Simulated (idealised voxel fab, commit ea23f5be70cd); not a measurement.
Herein follows the process module entitled voxel spacer lines.
Square cell edge 5 nm, section width 280 nm, ID cut.
Cross-section, as written here: a square-cell grid given band by band from the top down, where a band holds one or more rows of cells. What a band's entry tells you: where the top is and where the bottom is, as heights in nm, and after that what lies inside, material by material from left to right, each with its width in nm. Empty space is written as the word "air", and a single material marked with the word "throughout" occupies the band from edge to edge. Counting heights begins at 0, where everything beneath is, in the wafer as received, one material. The lowest band has no bottom; it goes on downwards, as "top 0, no bottom" shows. The two numbers in a width such as "30 to 40" mark its ends across the band: the first belongs to the top row of cells, the second to the bottom row, and from each row to the next the width moves by the same amount. Step marked "no modification"? Then no cell in the cross-section changed in it. "Unvented internal voids": empty spaces of 8 cells or more with no open way to the top, each given as width x height at distance, distance from the left edge, all in nm. Step line, after settings: the simulator's comment on this step. When a step includes a mask, the "overlay nm" setting on its line states how far to the right of its planned place that mask lay, and negative values state how far to the left.

Here's what the planned process steps look like
1. RECEIVE, material Si
2. CONFORMAL_DEP, material Al2O3, thk nm 10
3. DIRECTIONAL_DEP, material polySi, thk nm 15
4. DIRECTIONAL_DEP, material aC, thk nm 20
5. PATTERN, tone cover, mask id MANDREL, material resist, width nm 20, pitch nm 60, thk nm 30, overlay nm -15
6. DIRECTIONAL_ETCH, etch materials aC, depth nm 20
7. STRIP, etch materials resist
8. CONFORMAL_DEP, material SiO2, thk nm 10
9. DIRECTIONAL_ETCH, etch materials SiO2, depth nm 10
10. STRIP, etch materials aC
11. DIRECTIONAL_ETCH, etch materials polySi, depth nm 15
12. STRIP, etch materials SiO2
Don't read the plan's overlay nm for step 5 as applying to every wafer: that's the first wafer's value, and the wafers differ in it, though they all start identical.

The first of several wafers in cross-section, exactly as it reached us after step 1
  top 0, no bottom | Si throughout
  Unvented internal voids: none

Wafer rows; end of module; cells per material since receipt: (+) gained, (-) lost; then closed voids
overlay nm -15, +112 Al2O3, +24 polySi, Unvented internal voids: none
overlay nm -10, +112 Al2O3, +24 polySi, Unvented internal voids: none
overlay nm -5, +112 Al2O3, +24 polySi, Unvented internal voids: none
overlay nm 0, +112 Al2O3, +24 polySi, Unvented internal voids: none
overlay nm 5, +112 Al2O3, +24 polySi, Unvented internal voids: none
overlay nm 10, +112 Al2O3, +24 polySi, Unvented internal voids: none
overlay nm 15, +112 Al2O3, +24 polySi, Unvented internal voids: none
